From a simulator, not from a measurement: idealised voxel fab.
Presented below is a process module, voxel fin reveal.
Shown is cross-section cut, with a width of 275 nm and square cells of size 5 nm.
If you're reading a cross-section in this doc, picture square cells in a grid; it comes to you as bands, top ones listed first down to the bottom, and a band can be one or more rows of cells.
Band: top height; bottom height; in nm. Then, left to right: material with width in nm, for each material. "full width": a single material spanning edge to edge. "blank": empty space.
Measure heights from 0. That's the level where, below it, the as-received wafer is all one material. The lowest band is bottomless and extends downward; write it as in "z 0 and below".
Width spec "30->40" -> top row of cells at first value, bottom row at second value, equal per-row change in between.
Take "same as before" at face value: in the step it is given for, the cross-section changed in none of its cells.
The entry titled "Sealed-off cavities" provides the empty spaces that have no open way to the top, restricted to those of 8 cells or more. Each is presented as width x height at distance, the distance being measured from the left edge, with all three in nm.
Note: text after step settings on the step line = simulator remark on that step.
overlay nm, on a step with a mask: how far to the right of its planned place the mask lay; to the left if negative
# Listed below are the process steps as planned
1. RECEIVE [material Si]
2. CONFORMAL_DEP [material SiN] [thk nm 5]
3. MASKED_ETCH [tone cover] [mask id FINS] [width nm 15] [pitch nm 40] [etch materials SiN] [depth nm 5] [overlay nm 0]
4. MASKED_ETCH [tone cover] [mask id FINS] [width nm 15] [pitch nm 40] [etch materials Si] [depth nm 30] [overlay nm 0]
5. FILL_DEP [material SiO2] [thk nm 15]
6. CMP [height nm 5]
7. SELECTIVE_ETCH [etch materials SiO2] [depth nm 25]
8. STRIP [etch materials SiN]
9. CONFORMAL_DEP [material SiO2] [thk nm 5]
# Wafer as received: cross-section following step 1
  z 0 and below = Si full width
  Sealed-off cavities: none
# Post-module cross-section of the first of two wafers (run per plan)
  z 5 to 0 = 105 blank  25 SiO2  15 blank  25 SiO2  105 blank
  z 0 to -15 = 105 blank  5 SiO2  15 Si  5 SiO2  15 blank  5 SiO2  15 Si  5 SiO2  105 blank
  z -15 to -30 = 110 SiO2  15 Si  25 SiO2  15 Si  110 SiO2
  z -30 and below = Si full width
  Sealed-off cavities: none
# Module end: cross-section of wafer two of two. Same start and process plan as the first wafer. One mistake during execution
  z 5 to 0 = 105 blank  25 SiO2  15 blank  25 SiO2  105 blank
  z 0 to -15 = 105 blank  5 SiO2  15 Si  5 SiO2  15 blank  5 SiO2  15 Si  5 SiO2  105 blank
  z -15 to -60 = 110 SiO2  15 Si  25 SiO2  15 Si  110 SiO2
  z -60 and below = Si full width
  Sealed-off cavities: none
What went wrong in running the wafer? step 4 of the plan was twice carried out
Heads up, by the end the second wafer has more or fewer cells of some materials compared to the first: Si -294 | SiO2 +294
